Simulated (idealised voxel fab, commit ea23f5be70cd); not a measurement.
process module | voxel ribs on slabs
cross-section cut | 270 nm wide | cells 5 nm
A cross-section is a grid of square cells, given in bands from the top down. A band is one or more rows of cells.
Each band's line starts with the height of the band's top and of its bottom, in nm. Then come its materials from left to right, each with its width in nm. One material with "throughout" fills the band from edge to edge. "air" is empty space.
Height 0 is the level under which the wafer as received is all one material. The lowest band goes on downwards, as in "0 down".
A width such as "30 to 40" changes by the same amount from each row of cells to the next, from the band's top row to its bottom row.
"no change" after a step means that no cell of the cross-section changed.
closed voids: empty space of 8 cells or more with no open way to the top, each as width x height at its distance from the left edge, in nm
after a step's settings: what the simulator itself notes on the step
overlay nm, on a step with a mask: how far to the right of its planned place the mask lay; to the left if negative
plan
1 op RECEIVE | material Si
2 op DIRECTIONAL_DEP | material SiO2 | thk nm 30
3 op DIRECTIONAL_DEP | material SiN | thk nm 20
4 op DIRECTIONAL_DEP | material aC | thk nm 10
5 op PATTERN | tone cover | mask id RIB | material resist | width nm 15 | thk nm 30 | overlay nm 0
6 op DIRECTIONAL_ETCH | etch materials aC | depth nm 10
7 op STRIP | etch materials resist
8 op DIRECTIONAL_ETCH | etch materials SiN | depth nm 15
9 op STRIP | etch materials aC
10 op MASKED_ETCH | tone cover | mask id SLAB | width nm 75 | etch materials SiN | depth nm 5 | overlay nm 0
11 op FILL_DEP | material SiO2 | thk nm 25
12 op CMP | height nm 70
13 op DIRECTIONAL_DEP | material W | thk nm 5
14 op MASKED_ETCH | tone cover | mask id HEATER | width nm 25 | etch materials W | depth nm 5 | overlay nm 0
15 op CONFORMAL_DEP | material SiO2 | thk nm 5
first wafer, as planned
as received, after step 1
  0 down: Si throughout
  closed voids: none
after step 2
  30 to 0: SiO2 throughout
  below 0: unchanged
after step 3
  50 to 30: SiN throughout
  below 30: unchanged
after step 4
  60 to 50: aC throughout
  below 50: unchanged
after step 5
  90 to 60: air 125 | resist 15 | air 130
  below 60: unchanged
after step 6
  80 to 60: air 125 | resist 15 | air 130
  60 to 50: air 125 | aC 15 | air 130
  below 50: unchanged
after step 7
  60 to 50: air 125 | aC 15 | air 130
  below 50: unchanged
after step 8
  60 to 50: air 125 | aC 15 | air 130
  50 to 35: air 125 | SiN 15 | air 130
  below 35: unchanged
after step 9
  50 to 35: air 125 | SiN 15 | air 130
  below 35: unchanged
after step 10
  50 to 35: air 125 | SiN 15 | air 130
  35 to 30: air 95 | SiN 75 | air 100
  below 30: unchanged
after step 11
  75 to 50: SiO2 throughout
  50 to 35: SiO2 125 | SiN 15 | SiO2 130
  35 to 30: SiO2 95 | SiN 75 | SiO2 100
  below 30: unchanged
after step 12
  70 to 50: SiO2 throughout
  below 50: unchanged
after step 13
  75 to 70: W throughout
  below 70: unchanged
after step 14
  75 to 70: air 120 | W 25 | air 125
  below 70: unchanged
after step 15
  80 to 75: air 115 | SiO2 35 | air 120
  75 to 70: SiO2 120 | W 25 | SiO2 125
  below 70: unchanged
second wafer: like start, like plan, one mistake. Through step 1 it matches the first wafer
when step 2 should have ended
  30 to 0: aC throughout
  below 0: unchanged
when step 3 should have ended
  50 to 30: SiN throughout
  below 30: unchanged
when step 4 should have ended
  60 to 50: aC throughout
  below 50: unchanged
when step 5 should have ended
  90 to 60: air 125 | resist 15 | air 130
  below 60: unchanged
when step 6 should have ended
  80 to 60: air 125 | resist 15 | air 130
  60 to 50: air 125 | aC 15 | air 130
  below 50: unchanged
when step 7 should have ended
  60 to 50: air 125 | aC 15 | air 130
  below 50: unchanged
when step 8 should have ended
  60 to 50: air 125 | aC 15 | air 130
  50 to 35: air 125 | SiN 15 | air 130
  below 35: unchanged
when step 9 should have ended
  50 to 35: air 125 | SiN 15 | air 130
  below 35: unchanged
when step 10 should have ended
  50 to 35: air 125 | SiN 15 | air 130
  35 to 30: air 95 | SiN 75 | air 100
  below 30: unchanged
when step 11 should have ended
  75 to 50: SiO2 throughout
  50 to 35: SiO2 125 | SiN 15 | SiO2 130
  35 to 30: SiO2 95 | SiN 75 | SiO2 100
  below 30: unchanged
when step 12 should have ended
  70 to 50: SiO2 throughout
  below 50: unchanged
when step 13 should have ended
  75 to 70: W throughout
  below 70: unchanged
when step 14 should have ended
  75 to 70: air 120 | W 25 | air 125
  below 70: unchanged
when step 15 should have ended
  80 to 75: air 115 | SiO2 35 | air 120
  75 to 70: SiO2 120 | W 25 | SiO2 125
  below 70: unchanged
what went wrong: step 2 ran as: op DIRECTIONAL_DEP | material aC | thk nm 30
at the end the second wafer has, in cells: 324 fewer of SiO2 | 324 more of aC
